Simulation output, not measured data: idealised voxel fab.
Proc. module: voxel gate over fins
Shown is cross-section cut, with a width of 190 nm and square cells of size 5 nm.
For the purposes of this document, a cross-section shall be understood as a grid of square cells, specified as bands listed in top-to-bottom order, each band consisting of one or more rows of cells. Heads up on the band format: heights come first, top then bottom, in nm. After that it's the materials left to right, each with its width in nm. A single material flagged "throughout" fills the whole band edge to edge, and "air" means there's empty space there. Height reference: 0 = level under which incoming wafer is all one material. Lowest band: no bottom, runs on downward, e.g. "0..down". The two numbers in a width such as "30..40" mark its ends across the band: the first belongs to the top row of cells, the second to the bottom row, and from each row to the next the width moves by the same amount. Any step labelled "no alteration" changed none of the cells in the cross-section. Voids not open to the top, 8 cells minimum: see "Unvented voids". Written width x height at distance; distance is from the left edge; nm. Formally, on a step line, whatever follows the settings is a remark that the simulator itself makes on the step. On any step carrying a mask, the "overlay nm" setting, if present on the step's line, tells how far right of its planned place the mask lay; negative values point to the left.
THE FOLLOWING LIST GIVES THE PLANNED PROCESS STEPS
1 RECEIVE with material Si
2 CONFORMAL_DEP with material SiN, thk nm 10
3 PATTERN with tone cover, mask id FINS, material resist, width nm 15, pitch nm 50, thk nm 20, overlay nm 0
4 DIRECTIONAL_ETCH with etch materials SiN, depth nm 10
5 DIRECTIONAL_ETCH with etch materials Si, depth nm 30
6 STRIP with etch materials resist
7 FILL_DEP with material SiO2, thk nm 5
8 CMP with height nm 10
9 PATTERN with tone open, mask id RAIL, material resist, width nm 15, thk nm 15, overlay nm 0
10 DIRECTIONAL_ETCH with etch materials SiO2, depth nm 35
11 STRIP with etch materials resist
12 CONFORMAL_DEP with material TiN, thk nm 5
13 FILL_DEP with material Ru, thk nm 5
14 CMP with height nm 5
15 SELECTIVE_ETCH with etch materials W Ru TiN, depth nm 25
16 FILL_DEP with material SiO2, thk nm 5
17 CMP with height nm 10
18 SELECTIVE_ETCH with etch materials SiO2, depth nm 20
19 STRIP with etch materials SiN
20 CONFORMAL_DEP with material HfO2, thk nm 5
21 CONFORMAL_DEP with material TiN, thk nm 5
22 FILL_DEP with material W, thk nm 10
23 CMP with height nm 15
24 CONFORMAL_DEP with material SiCN, thk nm 10
The wafers are alike at the start. At step 14, their height nm differs. The plan lists the first wafer's value.
SECTIONAL VIEW: FIRST OF SEVERAL WAFERS, AS RECEIVED, AFTER STEP 1
	0..down: Si throughout
	Unvented voids: none
ROWS = WAFERS. AT MODULE END, EACH ROW LISTS PER MATERIAL THE CELLS GAINED (+) OR LOST (-) SINCE THE WAFER WAS RECEIVED, THEN THE CLOSED VOIDS
height nm 5 | +46 HfO2 | -192 Si | +76 SiCN | +125 SiO2 | +49 TiN | +86 W | Unvented voids: none
height nm 10 | +46 HfO2 | +1 Ru | -192 Si | +76 SiCN | +122 SiO2 | +51 TiN | +86 W | Unvented voids: none
height nm 15 | +46 HfO2 | +2 Ru | -192 Si | +76 SiCN | +119 SiO2 | +53 TiN | +86 W | Unvented voids: none
height nm 20 | +48 HfO2 | +3 Ru | -192 Si | +76 SiCN | +119 SiO2 | +53 TiN | +83 W | Unvented voids: none
